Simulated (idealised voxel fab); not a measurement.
Process module, titled voxel trench capacitor
For reference, the cross-section in this document is cut, with width 260 nm and square cells of 5 nm.
A cross-section in this document is a grid of square cells, and it is written down as bands, the top band listed before the ones below it; a band is made up of one or more rows of cells. The entry gives the band's vertical extent as a top height and a bottom height in nm, then its horizontal make-up as materials from left to right, each with a width in nm. "empty" stands for empty space; a single material marked "throughout" fills the band edge to edge. Convention: height 0 is the level below which the wafer, as received, is all one material. The lowest band does not terminate at the bottom but continues downward, represented as "0 and below". Width: "30->40" (first number = top row, second number = bottom row, same change from row to row of cells). Key: "left unchanged" - step with no changed cell in the cross-section. Voids, enclosed: empty space of 8 cells or more with no open way to the top, each as width x height at its distance from the left edge, in nm. Where a step's line continues beyond its settings, the continuation is a remark by the simulator itself on that step. A step's line can hold "overlay nm"; with a mask on that step, the setting says how far right of the planned place the mask lay, while a negative setting says it lay to the left.

-- The steps planned for the process are as follows
1: RECEIVE | material Si
2: CONFORMAL_DEP | material SiN | thk nm 5
3: DIRECTIONAL_DEP | material aC | thk nm 5
4: PATTERN | tone open | mask id TRENCH | material resist | width nm 25 | pitch nm 45 | thk nm 30 | overlay nm 0
5: DIRECTIONAL_ETCH | etch materials aC | depth nm 15
6: STRIP | etch materials resist
7: DIRECTIONAL_ETCH | etch materials SiN | depth nm 5
8: DIRECTIONAL_ETCH | etch materials Si | depth nm 35
9: STRIP | etch materials aC
10: CONFORMAL_DEP | material Al2O3 | thk nm 5
11: FILL_DEP | material polySi | thk nm 10
12: CMP | height nm 5
Be aware that, although all wafers share a common starting state, the thk nm at step 3 differs among them, and the plan displays the first wafer's value.

-- So this is the first of several wafers, cross-sectioned as it came to us, meaning it's at the end of step 1
- 0 and below | Si throughout
- Voids, enclosed: none

-- Note: the following table is arranged by wafer, a row apiece. Each row reports the end-of-module state: per material, cells gained (+) or cells lost (-) compared with the wafer as received; closed voids follow
thk nm 5; +57 Al2O3; -105 Si; +37 SiN; +63 polySi; Voids, enclosed: none
thk nm 10; +57 Al2O3; -105 Si; +37 SiN; +63 polySi; Voids, enclosed: none
thk nm 15; +57 Al2O3; -105 Si; +37 SiN; +63 polySi; Voids, enclosed: none
thk nm 20; +52 SiN; Voids, enclosed: none
thk nm 25; +52 SiN; Voids, enclosed: none
thk nm 30; +52 SiN; Voids, enclosed: none
